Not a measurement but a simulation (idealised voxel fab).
Proc. module: voxel released beams
Pictured: cross-section cut, 180 nm wide, on a grid of 5 nm square cells.
How to read a cross-section here: the picture is a grid of square cells, written as bands going from the top down, and any band can span one or more rows of cells. Per band: top height and bottom height in nm, followed by the left-to-right materials and their widths in nm; "throughout" marks a single material spanning edge to edge, "empty" marks empty space. Where do heights start? At 0: under that level the wafer as delivered is made of one material only. And the lowest band has no floor; it just carries on downward, as in "0 nm and below". So if you see something like "30 to 40" for the width, read it as the top row of the band sitting at the first number and the bottom row at the second, with every row in between moving by the same amount as the last. It should be understood that the words "no modification", when stated for a given step, signify that the cross-section underwent no change in any of its cells during that step. In the "Fully sealed voids" entry, you get each enclosed empty space of 8 cells or more, one with no open way to the top, written width x height at distance, distance from the left edge, in nm. Anything after a step's settings on that line? It's the simulator's own note about the step. A step line may carry the setting "overlay nm", which, for steps involving a mask, states the distance by which the mask lay to the right of its intended position; negative values denote displacement to the left.
Below is the list of planned process steps:
1,RECEIVE | material Si
2,CONFORMAL_DEP | material Al2O3 | thk nm 10
3,DIRECTIONAL_DEP | material SiO2 | thk nm 10
4,PATTERN | tone open | mask id ANCHOR | material resist | width nm 30 | thk nm 15 | overlay nm 0
5,DIRECTIONAL_ETCH | etch materials SiO2 | depth nm 10
6,STRIP | etch materials resist
7,CONFORMAL_DEP | material SiN | thk nm 10
8,PATTERN | tone cover | mask id BEAM | material resist | width nm 100 | thk nm 20 | overlay nm 0
9,DIRECTIONAL_ETCH | etch materials SiN | depth nm 10
10,STRIP | etch materials resist
11,STRIP | etch materials SiO2
First wafer, as planned:
Received-state cross-section, reflecting completion of step 1:
0 nm and below = Si throughout
Fully sealed voids: none
After step 2: wafer cross-section:
10 nm to 0 nm = Al2O3 throughout
Rest of section, below 0: as before.
After step 3: wafer cross-section:
20 nm to 10 nm = SiO2 throughout
Rest of section, below 10: as before.
After step 4: wafer cross-section:
35 nm to 20 nm = resist: 40 / empty: 30 / resist: 110
Rest of section, below 20: as before.
After step 5: wafer cross-section:
35 nm to 20 nm = resist: 40 / empty: 30 / resist: 110
20 nm to 10 nm = SiO2: 40 / empty: 30 / SiO2: 110
Rest of section, below 10: as before.
After step 6: wafer cross-section:
20 nm to 10 nm = SiO2: 40 / empty: 30 / SiO2: 110
Rest of section, below 10: as before.
After step 7: wafer cross-section:
30 nm to 20 nm = SiN: 50 / empty: 10 / SiN: 120
20 nm to 10 nm = SiO2: 40 / SiN: 30 / SiO2: 110
Rest of section, below 10: as before.
After step 8: wafer cross-section:
50 nm to 30 nm = empty: 35 / resist: 100 / empty: 45
30 nm to 20 nm = SiN: 50 / resist: 10 / SiN: 120
Rest of section, below 20: as before.
After step 9: wafer cross-section:
50 nm to 30 nm = empty: 35 / resist: 100 / empty: 45
30 nm to 20 nm = empty: 35 / SiN: 15 / resist: 10 / SiN: 75 / empty: 45
Rest of section, below 20: as before.
After step 10: wafer cross-section:
30 nm to 20 nm = empty: 35 / SiN: 15 / empty: 10 / SiN: 75 / empty: 45
Rest of section, below 20: as before.
After step 11: wafer cross-section:
30 nm to 20 nm = empty: 35 / SiN: 15 / empty: 10 / SiN: 75 / empty: 45
20 nm to 10 nm = empty: 40 / SiN: 30 / empty: 110
Rest of section, below 10: as before.
Wafer two. Same start, same plan, one slip in execution. Same as wafer one through step 5, inclusive:
Here is the second wafer in cross-section at the point where step 6 of the plan should have been done:
0 nm and below = Si throughout
Here is the second wafer in cross-section at the point where step 7 of the plan should have been done:
10 nm to 0 nm = SiN throughout
Rest of section, below 0: as before.
Here is the second wafer in cross-section at the point where step 8 of the plan should have been done:
30 nm to 10 nm = empty: 35 / resist: 100 / empty: 45
Rest of section, below 10: as before.
Here is the second wafer in cross-section at the point where step 9 of the plan should have been done:
30 nm to 10 nm = empty: 35 / resist: 100 / empty: 45
10 nm to 0 nm = empty: 35 / SiN: 100 / empty: 45
Rest of section, below 0: as before.
Here is the second wafer in cross-section at the point where step 10 of the plan should have been done:
10 nm to 0 nm = empty: 35 / SiN: 100 / empty: 45
Rest of section, below 0: as before.
Here is the second wafer in cross-section at the point where step 11 of the plan should have been done: no modification
What went wrong in running the wafer? contrary to plan, step 6 was performed as STRIP | etch materials Al2O3
Materials where the second wafer ends with more or fewer cells than the first: -72 Al2O3 | -8 SiN
